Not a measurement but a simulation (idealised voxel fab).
A process module follows: voxel self aligned contacts.
Square cells of 5 nm make up the cross-section cut, whose width is 240 nm.
A cross-section is a grid of square cells, given in bands from the top down. A band is one or more rows of cells.
For a band, the entry starts with two heights in nm, that of the top and then that of the bottom, and carries on with the band's materials in order from left to right, each alongside its width in nm; the word "full width" beside a single material means it fills the band edge to edge, and "blank" means empty space.
Height datum 0, below which the as-received substrate wafer is one material. Lowest band open at the bottom, running downward: "0 down".
Read "30 to 40" as a graded width: first number on top, second number at the bottom, same change between each pair of neighbouring rows.
Given "same as before" for a step, no cell of the cross-section differs between before and after that step.
Each empty space that has no open way to the top and spans at least 8 cells appears under "Closed void register" as width x height at distance, the distance counted from the left edge, all in nm.
after a step's settings: what the simulator itself notes on the step
A step's line can hold "overlay nm"; with a mask on that step, the setting says how far right of the planned place the mask lay, while a negative setting says it lay to the left.
Planned step list for the process
1. RECEIVE [material Si]
2. OXIDIZE [depth nm 5]
3. DIRECTIONAL_DEP [material polySi] [thk nm 30]
4. DIRECTIONAL_DEP [material SiN] [thk nm 20]
5. PATTERN [tone cover] [mask id GATE] [material resist] [width nm 35] [pitch nm 70] [thk nm 15] [overlay nm 0]
6. DIRECTIONAL_ETCH [etch materials SiN] [depth nm 20]
7. DIRECTIONAL_ETCH [etch materials polySi] [depth nm 30]
8. STRIP [etch materials resist]
9. CONFORMAL_DEP [material SiN] [thk nm 10]
10. DIRECTIONAL_ETCH [etch materials SiN] [depth nm 10]
11. FILL_DEP [material SiO2] [thk nm 15]
12. CMP [height nm 60]
13. DIRECTIONAL_DEP [material aC] [thk nm 10]
14. PATTERN [tone open] [mask id CONTACT] [material resist] [width nm 55] [pitch nm 70] [thk nm 30] [overlay nm 0]
15. DIRECTIONAL_ETCH [etch materials aC] [depth nm 10]
16. STRIP [etch materials resist]
17. DIRECTIONAL_ETCH [etch materials SiO2] [depth nm 65]
18. STRIP [etch materials aC]
19. CONFORMAL_DEP [material TiN] [thk nm 5]
20. FILL_DEP [material W] [thk nm 5]
21. CMP [height nm 60]
22. CONFORMAL_DEP [material SiCN] [thk nm 5]
Concerning the first of two wafers, which was run in accordance with the plan
Incoming wafer, cross-sectional view, post step 1
    0 down  Si full width
    Closed void register: none
Cross-section through the wafer, step 2 finished
    0 to -5  SiO2 full width
    Everything below -5 is unchanged.
Cross-section through the wafer, step 3 finished
    30 to 0  polySi full width
    Everything below 0 is unchanged.
Cross-section through the wafer, step 4 finished
    50 to 30  SiN full width
    Everything below 30 is unchanged.
Cross-section through the wafer, step 5 finished
    65 to 50  blank (30)  resist (35)  blank (35)  resist (35)  blank (35)  resist (35)  blank (35)
    Everything below 50 is unchanged.
Cross-section through the wafer, step 6 finished
    65 to 50  blank (30)  resist (35)  blank (35)  resist (35)  blank (35)  resist (35)  blank (35)
    50 to 30  blank (30)  SiN (35)  blank (35)  SiN (35)  blank (35)  SiN (35)  blank (35)
    Everything below 30 is unchanged.
Cross-section through the wafer, step 7 finished
    65 to 50  blank (30)  resist (35)  blank (35)  resist (35)  blank (35)  resist (35)  blank (35)
    50 to 30  blank (30)  SiN (35)  blank (35)  SiN (35)  blank (35)  SiN (35)  blank (35)
    30 to 0  blank (30)  polySi (35)  blank (35)  polySi (35)  blank (35)  polySi (35)  blank (35)
    Everything below 0 is unchanged.
Cross-section through the wafer, step 8 finished
    50 to 30  blank (30)  SiN (35)  blank (35)  SiN (35)  blank (35)  SiN (35)  blank (35)
    Everything below 30 is unchanged.
Cross-section through the wafer, step 9 finished
    60 to 30  blank (20)  SiN (55)  blank (15)  SiN (55)  blank (15)  SiN (55)  blank (25)
    30 to 10  blank (20)  SiN (10)  polySi (35)  SiN (10)  blank (15)  SiN (10)  polySi (35)  SiN (10)  blank (15)  SiN (10)  polySi (35)  SiN (10)  blank (25)
    10 to 0  SiN (30)  polySi (35)  SiN (35)  polySi (35)  SiN (35)  polySi (35)  SiN (35)
    Everything below 0 is unchanged.
Cross-section through the wafer, step 10 finished
    50 to 30  blank (20)  SiN (55)  blank (15)  SiN (55)  blank (15)  SiN (55)  blank (25)
    30 to 0  blank (20)  SiN (10)  polySi (35)  SiN (10)  blank (15)  SiN (10)  polySi (35)  SiN (10)  blank (15)  SiN (10)  polySi (35)  SiN (10)  blank (25)
    Everything below 0 is unchanged.
Cross-section through the wafer, step 11 finished
    65 to 50  SiO2 full width
    50 to 30  SiO2 (20)  SiN (55)  SiO2 (15)  SiN (55)  SiO2 (15)  SiN (55)  SiO2 (25)
    30 to 0  SiO2 (20)  SiN (10)  polySi (35)  SiN (10)  SiO2 (15)  SiN (10)  polySi (35)  SiN (10)  SiO2 (15)  SiN (10)  polySi (35)  SiN (10)  SiO2 (25)
    Everything below 0 is unchanged.
Cross-section through the wafer, step 12 finished
    60 to 50  SiO2 full width
    Everything below 50 is unchanged.
Cross-section through the wafer, step 13 finished
    70 to 60  aC full width
    Everything below 60 is unchanged.
Cross-section through the wafer, step 14 finished
    100 to 70  resist (55)  blank (55)  resist (15)  blank (55)  resist (60)
    Everything below 70 is unchanged.
Cross-section through the wafer, step 15 finished
    90 to 70  resist (55)  blank (55)  resist (15)  blank (55)  resist (60)
    70 to 60  aC (55)  blank (55)  aC (15)  blank (55)  aC (60)
    Everything below 60 is unchanged.
Cross-section through the wafer, step 16 finished
    70 to 60  aC (55)  blank (55)  aC (15)  blank (55)  aC (60)
    Everything below 60 is unchanged.
Cross-section through the wafer, step 17 finished
    70 to 60  aC (55)  blank (55)  aC (15)  blank (55)  aC (60)
    60 to 50  SiO2 (55)  blank (55)  SiO2 (15)  blank (55)  SiO2 (60)
    50 to 30  SiO2 (20)  SiN (55)  blank (15)  SiN (55)  blank (15)  SiN (55)  SiO2 (25)
    30 to 0  SiO2 (20)  SiN (10)  polySi (35)  SiN (10)  blank (15)  SiN (10)  polySi (35)  SiN (10)  blank (15)  SiN (10)  polySi (35)  SiN (10)  SiO2 (25)
    0 to -5  SiO2 (75)  blank (15)  SiO2 (55)  blank (15)  SiO2 (80)
    Everything below -5 is unchanged.
Cross-section through the wafer, step 18 finished
    60 to 50  SiO2 (55)  blank (55)  SiO2 (15)  blank (55)  SiO2 (60)
    Everything below 50 is unchanged.
Cross-section through the wafer, step 19 finished
    65 to 60  TiN (60)  blank (45)  TiN (25)  blank (45)  TiN (65)
    60 to 50  SiO2 (55)  TiN (5 to 25)  blank (45 to 5)  TiN (5 to 25)  SiO2 (15)  TiN (5 to 25)  blank (45 to 5)  TiN (5 to 25)  SiO2 (60)
    50 to 30  SiO2 (20)  SiN (55)  TiN (5)  blank (5)  TiN (5)  SiN (55)  TiN (5)  blank (5)  TiN (5)  SiN (55)  SiO2 (25)
    30 to 0  SiO2 (20)  SiN (10)  polySi (35)  SiN (10)  TiN (5)  blank (5)  TiN (5)  SiN (10)  polySi (35)  SiN (10)  TiN (5)  blank (5)  TiN (5)  SiN (10)  polySi (35)  SiN (10)  SiO2 (25)
    0 to -5  SiO2 (75)  TiN (15)  SiO2 (55)  TiN (15)  SiO2 (80)
    Everything below -5 is unchanged.
Cross-section through the wafer, step 20 finished
    70 to 65  W full width
    65 to 60  TiN (60)  W (45)  TiN (25)  W (45)  TiN (65)
    60 to 50  SiO2 (55)  TiN (5 to 25)  W (45 to 5)  TiN (5 to 25)  SiO2 (15)  TiN (5 to 25)  W (45 to 5)  TiN (5 to 25)  SiO2 (60)
    50 to 30  SiO2 (20)  SiN (55)  TiN (5)  W (5)  TiN (5)  SiN (55)  TiN (5)  W (5)  TiN (5)  SiN (55)  SiO2 (25)
    30 to 0  SiO2 (20)  SiN (10)  polySi (35)  SiN (10)  TiN (5)  W (5)  TiN (5)  SiN (10)  polySi (35)  SiN (10)  TiN (5)  W (5)  TiN (5)  SiN (10)  polySi (35)  SiN (10)  SiO2 (25)
    Everything below 0 is unchanged.
Cross-section through the wafer, step 21 finished
    60 to 50  SiO2 (55)  TiN (5 to 25)  W (45 to 5)  TiN (5 to 25)  SiO2 (15)  TiN (5 to 25)  W (45 to 5)  TiN (5 to 25)  SiO2 (60)
    Everything below 50 is unchanged.
Cross-section through the wafer, step 22 finished
    65 to 60  SiCN full width
    Everything below 60 is unchanged.
What follows concerns the second wafer, which started out like the first and was meant to follow the very same plan; one mistake crept in when it was run, but everything up to and including step 2 is the same as for the first wafer
The second wafer in cross-section, at the planned close of step 3
    60 to 0  polySi full width
    Everything below 0 is unchanged.
The second wafer in cross-section, at the planned close of step 4
    80 to 60  SiN full width
    Everything below 60 is unchanged.
The second wafer in cross-section, at the planned close of step 5
    95 to 80  blank (30)  resist (35)  blank (35)  resist (35)  blank (35)  resist (35)  blank (35)
    Everything below 80 is unchanged.
The second wafer in cross-section, at the planned close of step 6
    95 to 80  blank (30)  resist (35)  blank (35)  resist (35)  blank (35)  resist (35)  blank (35)
    80 to 60  blank (30)  SiN (35)  blank (35)  SiN (35)  blank (35)  SiN (35)  blank (35)
    Everything below 60 is unchanged.
The second wafer in cross-section, at the planned close of step 7
    95 to 80  blank (30)  resist (35)  blank (35)  resist (35)  blank (35)  resist (35)  blank (35)
    80 to 60  blank (30)  SiN (35)  blank (35)  SiN (35)  blank (35)  SiN (35)  blank (35)
    60 to 30  blank (30)  polySi (35)  blank (35)  polySi (35)  blank (35)  polySi (35)  blank (35)
    Everything below 30 is unchanged.
The second wafer in cross-section, at the planned close of step 8
    80 to 60  blank (30)  SiN (35)  blank (35)  SiN (35)  blank (35)  SiN (35)  blank (35)
    Everything below 60 is unchanged.
The second wafer in cross-section, at the planned close of step 9
    90 to 60  blank (20)  SiN (55)  blank (15)  SiN (55)  blank (15)  SiN (55)  blank (25)
    60 to 40  blank (20)  SiN (10)  polySi (35)  SiN (10)  blank (15)  SiN (10)  polySi (35)  SiN (10)  blank (15)  SiN (10)  polySi (35)  SiN (10)  blank (25)
    40 to 30  SiN (30)  polySi (35)  SiN (35)  polySi (35)  SiN (35)  polySi (35)  SiN (35)
    Everything below 30 is unchanged.
The second wafer in cross-section, at the planned close of step 10
    80 to 60  blank (20)  SiN (55)  blank (15)  SiN (55)  blank (15)  SiN (55)  blank (25)
    60 to 30  blank (20)  SiN (10)  polySi (35)  SiN (10)  blank (15)  SiN (10)  polySi (35)  SiN (10)  blank (15)  SiN (10)  polySi (35)  SiN (10)  blank (25)
    Everything below 30 is unchanged.
The second wafer in cross-section, at the planned close of step 11
    95 to 80  SiO2 full width
    80 to 60  SiO2 (20)  SiN (55)  SiO2 (15)  SiN (55)  SiO2 (15)  SiN (55)  SiO2 (25)
    60 to 30  SiO2 (20)  SiN (10)  polySi (35)  SiN (10)  SiO2 (15)  SiN (10)  polySi (35)  SiN (10)  SiO2 (15)  SiN (10)  polySi (35)  SiN (10)  SiO2 (25)
    Everything below 30 is unchanged.
The second wafer in cross-section, at the planned close of step 12
    60 to 30  SiO2 (20)  SiN (10)  polySi (35)  SiN (10)  SiO2 (15)  SiN (10)  polySi (35)  SiN (10)  SiO2 (15)  SiN (10)  polySi (35)  SiN (10)  SiO2 (25)
    Everything below 30 is unchanged.
The second wafer in cross-section, at the planned close of step 13
    70 to 60  aC full width
    Everything below 60 is unchanged.
The second wafer in cross-section, at the planned close of step 14
    100 to 70  resist (55)  blank (55)  resist (15)  blank (55)  resist (60)
    Everything below 70 is unchanged.
The second wafer in cross-section, at the planned close of step 15
    90 to 70  resist (55)  blank (55)  resist (15)  blank (55)  resist (60)
    70 to 60  aC (55)  blank (55)  aC (15)  blank (55)  aC (60)
    Everything below 60 is unchanged.
The second wafer in cross-section, at the planned close of step 16
    70 to 60  aC (55)  blank (55)  aC (15)  blank (55)  aC (60)
    Everything below 60 is unchanged.
The second wafer in cross-section, at the planned close of step 17
    70 to 60  aC (55)  blank (55)  aC (15)  blank (55)  aC (60)
    60 to 30  SiO2 (20)  SiN (10)  polySi (35)  SiN (10)  blank (15)  SiN (10)  polySi (35)  SiN (10)  blank (15)  SiN (10)  polySi (35)  SiN (10)  SiO2 (25)
    Everything below 30 is unchanged.
The second wafer in cross-section, at the planned close of step 18
    60 to 30  SiO2 (20)  SiN (10)  polySi (35)  SiN (10)  blank (15)  SiN (10)  polySi (35)  SiN (10)  blank (15)  SiN (10)  polySi (35)  SiN (10)  SiO2 (25)
    Everything below 30 is unchanged.
The second wafer in cross-section, at the planned close of step 19
    65 to 60  TiN (80)  blank (5)  TiN (65)  blank (5)  TiN (85)
    60 to 35  SiO2 (20)  SiN (10)  polySi (35)  SiN (10)  TiN (5)  blank (5)  TiN (5)  SiN (10)  polySi (35)  SiN (10)  TiN (5)  blank (5)  TiN (5)  SiN (10)  polySi (35)  SiN (10)  SiO2 (25)
    35 to 30  SiO2 (20)  SiN (10)  polySi (35)  SiN (10)  TiN (15)  SiN (10)  polySi (35)  SiN (10)  TiN (15)  SiN (10)  polySi (35)  SiN (10)  SiO2 (25)
    Everything below 30 is unchanged.
The second wafer in cross-section, at the planned close of step 20
    70 to 65  W full width
    65 to 60  TiN (80)  W (5)  TiN (65)  W (5)  TiN (85)
    60 to 35  SiO2 (20)  SiN (10)  polySi (35)  SiN (10)  TiN (5)  W (5)  TiN (5)  SiN (10)  polySi (35)  SiN (10)  TiN (5)  W (5)  TiN (5)  SiN (10)  polySi (35)  SiN (10)  SiO2 (25)
    Everything below 35 is unchanged.
The second wafer in cross-section, at the planned close of step 21
    60 to 35  SiO2 (20)  SiN (10)  polySi (35)  SiN (10)  TiN (5)  W (5)  TiN (5)  SiN (10)  polySi (35)  SiN (10)  TiN (5)  W (5)  TiN (5)  SiN (10)  polySi (35)  SiN (10)  SiO2 (25)
    Everything below 35 is unchanged.
The second wafer in cross-section, at the planned close of step 22
    65 to 60  SiCN full width
    Everything below 60 is unchanged.
Against the plan, the run slipped here: plan step 3 was conducted twice
Wafer comparison, final, in cells, second relative to first, materials more or fewer: -132 SiN, -82 SiO2, -44 TiN, -30 W, +288 polySi
